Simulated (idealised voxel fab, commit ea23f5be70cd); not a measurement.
The name of this process module is voxel local oxidation.
Xsec cut, 285 nm wide, square cell size 5 nm.
How to read a cross-section here: the picture is a grid of square cells, written as bands going from the top down, and any band can span one or more rows of cells. A band entry consists of two parts. The first gives the height of the band's top and the height of its bottom, in nm. The rest lists the band's materials from left to right, each with its width in nm. A single material labelled with the word "all across" fills the band from edge to edge, and the word "empty" marks empty space. Beneath 0, the wafer as received is one material, and that level is where height counting begins. The lowest band goes on downward without a bottom; it is written like "0 down". You'd read "30 to 40" like this: the band's top row of cells is as wide as the first number, its bottom row is as wide as the second, and going down, every row changes width by the same amount as the row before did. What does "no alteration" mean for a step? It means no cell of the cross-section changed in that step. Empty spaces counting at least 8 cells and having no open way to the top are listed in "Voids, enclosed". The notation width x height at distance is used for each, the distance being from the left edge and all three values in nm. It should be noted that, on the line of a given step, the content following the step's settings is a remark produced by the simulator itself with respect to that step. You can add "overlay nm" to a step's line. For a step with a mask, it describes how far the mask lay to the right of its planned position, and a negative number describes a lay to the left.

-- The following list gives the planned process steps
| 1 | RECEIVE with material Si |
| 2 | OXIDIZE with depth nm 5 |
| 3 | CONFORMAL_DEP with material SiN, thk nm 10 |
| 4 | DIRECTIONAL_DEP with material aC, thk nm 10 |
| 5 | PATTERN with tone cover, mask id ACTIVE, material resist, width nm 100, thk nm 25, overlay nm 0 |
| 6 | DIRECTIONAL_ETCH with etch materials aC, depth nm 10 |
| 7 | STRIP with etch materials resist |
| 8 | DIRECTIONAL_ETCH with etch materials SiN, depth nm 10 |
| 9 | STRIP with etch materials aC |
| 10 | SELECTIVE_ETCH with etch materials SiO2, depth nm 5 |
| 11 | OXIDIZE with depth nm 10 |
| 12 | STRIP with etch materials SiN |

-- The first of two wafers, run as planned

-- Delivered wafer in cross-section: state after step 1
	0 down: Si all across
	Voids, enclosed: none

-- After step 2: wafer cross-section
	0 to -5: SiO2 all across
	Beneath the level -5, the cross-section is identical to its previous state.

-- After step 3: wafer cross-section
	10 to 0: SiN all across
	Beneath the level 0, the cross-section is identical to its previous state.

-- After step 4: wafer cross-section
	20 to 10: aC all across
	Beneath the level 10, the cross-section is identical to its previous state.

-- After step 5: wafer cross-section
	45 to 20: 90 of empty / 100 of resist / 95 of empty
	Beneath the level 20, the cross-section is identical to its previous state.

-- After step 6: wafer cross-section
	35 to 20: 90 of empty / 100 of resist / 95 of empty
	20 to 10: 90 of empty / 100 of aC / 95 of empty
	Beneath the level 10, the cross-section is identical to its previous state.

-- After step 7: wafer cross-section
	20 to 10: 90 of empty / 100 of aC / 95 of empty
	Beneath the level 10, the cross-section is identical to its previous state.

-- After step 8: wafer cross-section
	20 to 10: 90 of empty / 100 of aC / 95 of empty
	10 to 0: 90 of empty / 100 of SiN / 95 of empty
	Beneath the level 0, the cross-section is identical to its previous state.

-- After step 9: wafer cross-section
	10 to 0: 90 of empty / 100 of SiN / 95 of empty
	Beneath the level 0, the cross-section is identical to its previous state.

-- After step 10: wafer cross-section
	10 to 0: 90 of empty / 100 of SiN / 95 of empty
	0 to -5: 95 of empty / 90 of SiO2 / 100 of empty
	Beneath the level -5, the cross-section is identical to its previous state.

-- After step 11: wafer cross-section
	10 to 0: 90 of empty / 100 of SiN / 95 of empty
	0 to -5: 95 of empty / 90 of SiO2 / 100 of empty
	-5 to -15: 105 of SiO2 / 70 of Si / 110 of SiO2
	Beneath the level -15, the cross-section is identical to its previous state.

-- After step 12: wafer cross-section
	0 to -5: 95 of empty / 90 of SiO2 / 100 of empty
	Beneath the level -5, the cross-section is identical to its previous state.

-- The second wafer was prepared from the same starting point and under the same plan as the first; its processing contained one mistake, and it remains indistinguishable from the first wafer up to and including step 2

-- Second wafer at the planned finish of step 3, seen in cross-section
	10 to -5: SiO2 all across
	Beneath the level -5, the cross-section is identical to its previous state.

-- Second wafer at the planned finish of step 4, seen in cross-section
	20 to 10: aC all across
	Beneath the level 10, the cross-section is identical to its previous state.

-- Second wafer at the planned finish of step 5, seen in cross-section
	45 to 20: 90 of empty / 100 of resist / 95 of empty
	Beneath the level 20, the cross-section is identical to its previous state.

-- Second wafer at the planned finish of step 6, seen in cross-section
	35 to 20: 90 of empty / 100 of resist / 95 of empty
	20 to 10: 90 of empty / 100 of aC / 95 of empty
	Beneath the level 10, the cross-section is identical to its previous state.

-- Second wafer at the planned finish of step 7, seen in cross-section
	20 to 10: 90 of empty / 100 of aC / 95 of empty
	Beneath the level 10, the cross-section is identical to its previous state.

Second wafer at the planned finish of step 8, seen in cross-section: no alteration

-- Second wafer at the planned finish of step 9, seen in cross-section
	10 to -5: SiO2 all across
	Beneath the level -5, the cross-section is identical to its previous state.

-- Second wafer at the planned finish of step 10, seen in cross-section
	5 to -5: SiO2 all across
	Beneath the level -5, the cross-section is identical to its previous state.

Second wafer at the planned finish of step 11, seen in cross-section: no alteration

Second wafer at the planned finish of step 12, seen in cross-section: no alteration
Which mistake was made when the wafer was run? so step 3 ended up running with a different setting than we planned, it ran as CONFORMAL_DEP with material SiO2, thk nm 10
The final cell counts differ between the wafers, with the second having more or fewer of some materials than the first: 86 more of Si, 10 more of SiO2
